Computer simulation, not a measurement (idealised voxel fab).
Process module name: voxel wiring stack
FYI the section here is cut, 160 nm wide, cells are 5 nm squares.
Cross-section layout: square cells on a grid; listed as bands, top to bottom; a band spans one or more cell rows. For a band, the entry starts with two heights in nm, that of the top and then that of the bottom, and carries on with the band's materials in order from left to right, each alongside its width in nm; the word "all across" beside a single material means it fills the band edge to edge, and "empty" means empty space. Heights are expressed relative to 0, this being the level below which the as-received wafer comprises one material exclusively. The lowest band is unbounded in the downward direction and is denoted as in "from 0 down". A width such as "30 to 40" changes by the same amount from each row of cells to the next, from the band's top row to its bottom row. "left unchanged" (step): cross-section cells unchanged, all of them. Basically, "Closed cavities" tells you about the enclosed voids: empty spaces with no open way to the top, 8 cells or bigger, each written width x height at distance, where distance is from the left edge, all in nm. Anything after a step's settings on that line? It's the simulator's own note about the step. When a step includes a mask, the "overlay nm" setting on its line states how far to the right of its planned place that mask lay, and negative values state how far to the left.
The process steps that were planned are listed below:
1) RECEIVE [material Si]
2) CONFORMAL_DEP [material SiO2] [thk nm 15]
3) DIRECTIONAL_DEP [material TiN] [thk nm 5]
4) DIRECTIONAL_DEP [material Ru] [thk nm 20]
5) DIRECTIONAL_DEP [material aC] [thk nm 15]
6) PATTERN [tone cover] [mask id METAL_1] [material resist] [width nm 20] [pitch nm 35] [thk nm 35] [overlay nm 0]
7) DIRECTIONAL_ETCH [etch materials aC] [depth nm 15]
8) STRIP [etch materials resist]
9) DIRECTIONAL_ETCH [etch materials Ru] [depth nm 20]
10) DIRECTIONAL_ETCH [etch materials TiN] [depth nm 5]
11) STRIP [etch materials aC]
12) CONFORMAL_DEP [material SiCN] [thk nm 5]
13) FILL_DEP [material SiO2] [thk nm 10]
14) CMP [height nm 40]
15) CONFORMAL_DEP [material SiCN] [thk nm 5]
16) DIRECTIONAL_DEP [material lowk] [thk nm 30]
17) MASKED_ETCH [tone open] [mask id METAL_2] [width nm 20] [pitch nm 35] [etch materials lowk] [depth nm 20] [overlay nm 0]
18) DIRECTIONAL_DEP [material aC] [thk nm 10]
19) PATTERN [tone open] [mask id METAL_2_HOLES] [material resist] [width nm 15] [pitch nm 70] [thk nm 30] [overlay nm 0]
20) DIRECTIONAL_ETCH [etch materials aC] [depth nm 10]
21) STRIP [etch materials resist]
22) DIRECTIONAL_ETCH [etch materials lowk] [depth nm 10]
23) DIRECTIONAL_ETCH [etch materials SiCN] [depth nm 5]
24) STRIP [etch materials aC]
25) CONFORMAL_DEP [material TiN] [thk nm 5]
26) FILL_DEP [material Cu] [thk nm 10]
27) CMP [height nm 75]
28) CONFORMAL_DEP [material SiN] [thk nm 5]
Received-state cross-section, reflecting completion of step 1:
from 0 down | Si all across
Closed cavities: none
Cross-section: first of two wafers, module finished, run according to plan:
from 80 to 75 | SiN all across
from 75 to 60 | 15 lowk  5 TiN  10 Cu  5 TiN  15 lowk  5 TiN  10 Cu  5 TiN  15 lowk  5 TiN  10 Cu  5 TiN  15 lowk  5 TiN  10 Cu  5 TiN  20 lowk
from 60 to 55 | 15 lowk  5 TiN  5 Cu  10 TiN  15 lowk  20 TiN  15 lowk  5 TiN  5 Cu  10 TiN  15 lowk  20 TiN  20 lowk
from 55 to 45 | 15 lowk  5 TiN  5 Cu  5 TiN  55 lowk  5 TiN  5 Cu  5 TiN  60 lowk
from 45 to 40 | 15 SiCN  15 TiN  55 SiCN  15 TiN  60 SiCN
from 40 to 20 | 10 SiO2  5 SiCN  20 Ru  5 SiCN  5 SiO2  5 SiCN  20 Ru  5 SiCN  5 SiO2  5 SiCN  20 Ru  5 SiCN  5 SiO2  5 SiCN  20 Ru  5 SiCN  15 SiO2
from 20 to 15 | 15 SiCN  20 TiN  15 SiCN  20 TiN  15 SiCN  20 TiN  15 SiCN  20 TiN  20 SiCN
from 15 to 0 | SiO2 all across
from 0 down | Si all across
Closed cavities: none
So this is wafer number two of the two, cut at the end of the module - it started where the first did and had the same plan, we just got one thing wrong running it:
from 80 to 75 | SiN all across
from 75 to 60 | 15 lowk  5 TiN  10 Cu  5 TiN  15 lowk  5 TiN  10 Cu  5 TiN  15 lowk  5 TiN  10 Cu  5 TiN  15 lowk  5 TiN  10 Cu  5 TiN  20 lowk
from 60 to 55 | 15 lowk  5 TiN  5 Cu  10 TiN  15 lowk  20 TiN  15 lowk  5 TiN  5 Cu  10 TiN  15 lowk  20 TiN  20 lowk
from 55 to 45 | 15 lowk  5 TiN  5 Cu  5 TiN  55 lowk  5 TiN  5 Cu  5 TiN  60 lowk
from 45 to 40 | 15 SiCN  15 TiN  55 SiCN  15 TiN  60 SiCN
from 40 to 30 | SiO2 all across
from 30 to 25 | 10 SiO2  30 SiCN  5 SiO2  30 SiCN  5 SiO2  30 SiCN  5 SiO2  30 SiCN  15 SiO2
from 25 to 5 | 10 SiO2  5 SiCN  20 Ru  5 SiCN  5 SiO2  5 SiCN  20 Ru  5 SiCN  5 SiO2  5 SiCN  20 Ru  5 SiCN  5 SiO2  5 SiCN  20 Ru  5 SiCN  15 SiO2
from 5 to 0 | 15 SiCN  20 TiN  15 SiCN  20 TiN  15 SiCN  20 TiN  15 SiCN  20 TiN  20 SiCN
from 0 down | Si all across
Closed cavities: none
Processing error: step 2 of the plan was excluded from execution and never run
At the finish, the second wafer shows more or fewer cells for some materials than the first does: +24 SiCN, -24 SiO2
